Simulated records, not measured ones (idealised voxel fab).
Name of the process module below: voxel self aligned contacts
Shown is cross-section cut, with a width of 245 nm and square cells of size 5 nm.
Cross-section layout: square cells on a grid; listed as bands, top to bottom; a band spans one or more cell rows.
Look at the band entry: it leads with the top's height and the bottom's height in nm. Then it lists the materials left to right, with a width in nm for each. The word "throughout" on a single material says that material fills the band edge to edge. The word "air" is empty space.
Measure heights from 0. That's the level where, below it, the as-received wafer is all one material. The lowest band is bottomless and extends downward; write it as in "z 0 and below".
The expression "30 to 40" gives the width at the extremes of the band, the first number at its top row of cells and the second at its bottom row, with the width changing by equal amounts from each row to the next in between.
Any step labelled "no modifications" changed none of the cells in the cross-section.
Empty spaces without an open route to the top, at least 8 cells in extent, make up the entry "Sealed internal voids"; each is given as width x height at distance, where the distance is measured from the left edge, and all are in nm.
The remark found on a step's line after its settings is issued by the simulator itself and pertains to that step.
If you see "overlay nm" on a step's line and that step has a mask, it's telling you how far right of where it was planned the mask ended up; a negative number means it went left instead.
Process steps foreseen in the plan:
| 1 | RECEIVE,material Si |
| 2 | OXIDIZE,depth nm 5 |
| 3 | DIRECTIONAL_DEP,material polySi,thk nm 25 |
| 4 | DIRECTIONAL_DEP,material SiN,thk nm 15 |
| 5 | DIRECTIONAL_DEP,material aC,thk nm 15 |
| 6 | PATTERN,tone cover,mask id GATE,material resist,width nm 35,pitch nm 70,thk nm 35,overlay nm 0 |
| 7 | DIRECTIONAL_ETCH,etch materials aC,depth nm 15 |
| 8 | STRIP,etch materials resist |
| 9 | DIRECTIONAL_ETCH,etch materials SiN,depth nm 15 |
| 10 | DIRECTIONAL_ETCH,etch materials polySi,depth nm 25 |
| 11 | STRIP,etch materials aC |
| 12 | CONFORMAL_DEP,material SiN,thk nm 5 |
| 13 | DIRECTIONAL_ETCH,etch materials SiN,depth nm 5 |
| 14 | FILL_DEP,material SiO2,thk nm 10 |
| 15 | CMP,height nm 45 |
| 16 | PATTERN,tone open,mask id CONTACT,material resist,width nm 55,thk nm 15,overlay nm 0 |
| 17 | DIRECTIONAL_ETCH,etch materials SiO2,depth nm 50 |
| 18 | STRIP,etch materials resist |
| 19 | CONFORMAL_DEP,material TiN,thk nm 5 |
| 20 | FILL_DEP,material W,thk nm 10 |
| 21 | CMP,height nm 45 |
| 22 | CONFORMAL_DEP,material SiN,thk nm 5 |
Cross-section, incoming material, after step 1:
	z 0 and below = Si throughout
	Sealed internal voids: none
Final wafer profile in cross-section after the module, from the same start and plan as above, with one mistake made during processing:
	z 50 to 45 = SiN throughout
	z 45 to 35 = SiO2=95, then TiN=5 to 20, then W=45 to 15, then TiN=5 to 20, then SiO2=95
	z 35 to 20 = SiO2=65, then SiN=45, then TiN=5, then W=15, then TiN=5, then SiN=45, then SiO2=65
	z 20 to 0 = SiO2=65, then SiN=5, then polySi=35, then SiN=5, then TiN=5, then W=15, then TiN=5, then SiN=5, then polySi=35, then SiN=5, then SiO2=65
	z 0 to -5 = SiO2=110, then TiN=25, then SiO2=110
	z -5 and below = Si throughout
	Sealed internal voids: none
So what did we get wrong on this run? so step 3 ended up running with a different setting than we planned, it ran as DIRECTIONAL_DEP,material polySi,thk nm 20
